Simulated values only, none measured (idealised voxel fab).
The process module presented herein is designated voxel quadruple lines.
The cross-section shown here is cut; it is 170 nm wide and divided into square cells measuring 5 nm on a side.
The cross-sections in this document take the form of a grid made of square cells. They are written out as bands, in order from top to bottom. Each band consists of one or more rows of cells.
Band: top height; bottom height; in nm. Then, left to right: material with width in nm, for each material. "edge to edge": a single material spanning edge to edge. "blank": empty space.
Heights are reckoned from 0. Under this level, the received wafer is all of one material. The bottommost band is open-ended downward, for example "0 nm and below".
The width entry "30->40" should be interpreted row by row: the top row of cells in the band takes the first number, the bottom row takes the second number, and the change between adjacent rows is uniform throughout.
"nothing changed", as given for a step, is the statement that not any cell of the cross-section underwent a change during that step.
Look at "Encapsulated voids" for the closed voids: empty spaces with no open path to the top, sized 8 cells or up. Each is width x height at distance, distance from the left edge, all nm.
If you see something after the settings on a step's line, that's the simulator's own remark about that step.
If you see "overlay nm" on a step's line and that step has a mask, it's telling you how far right of where it was planned the mask ended up; a negative number means it went left instead.

PLANNED PROCESS STEPS
1 RECEIVE with material Si
2 CONFORMAL_DEP with material Al2O3, thk nm 5
3 DIRECTIONAL_DEP with material W, thk nm 5
4 DIRECTIONAL_DEP with material polySi, thk nm 15
5 DIRECTIONAL_DEP with material aC, thk nm 25
6 PATTERN with tone cover, mask id MANDREL, material resist, width nm 30, thk nm 35, overlay nm 0
7 DIRECTIONAL_ETCH with etch materials aC, depth nm 25
8 STRIP with etch materials resist
9 CONFORMAL_DEP with material SiO2, thk nm 10
10 DIRECTIONAL_ETCH with etch materials SiO2, depth nm 10
11 STRIP with etch materials aC
12 DIRECTIONAL_ETCH with etch materials polySi, depth nm 15
13 STRIP with etch materials SiO2
14 CONFORMAL_DEP with material SiCN, thk nm 10
15 DIRECTIONAL_ETCH with etch materials SiCN, depth nm 10
16 STRIP with etch materials polySi
17 DIRECTIONAL_ETCH with etch materials W, depth nm 10
18 STRIP with etch materials SiCN
19 FILL_DEP with material lowk, thk nm 10
20 CMP with height nm 15
Every wafer here starts from the same state; it is the step 3 thk nm that distinguishes them, and the value the plan gives belongs to the first wafer.

HERE'S THE FIRST OF THE WAFERS IN CROSS-SECTION, JUST AS WE GOT IT, I.E. AFTER STEP 1
- 0 nm and below | Si edge to edge
- Encapsulated voids: none

TAKE ANY ROW AND YOU HAVE A WAFER AT THE END OF THE MODULE: HOW MANY CELLS OF EACH MATERIAL IT HAS GAINED (+) OR LOST (-) SINCE IT WAS RECEIVED, AND THEN ITS CLOSED VOIDS
thk nm 5, +34 Al2O3, +8 W, +60 lowk, Encapsulated voids: none
thk nm 10, +34 Al2O3, +16 W, +52 lowk, Encapsulated voids: none
thk nm 15, +34 Al2O3, +42 W, +26 lowk, Encapsulated voids: none
thk nm 20, +34 Al2O3, +68 W, Encapsulated voids: none
thk nm 25, +34 Al2O3, +68 W, Encapsulated voids: none
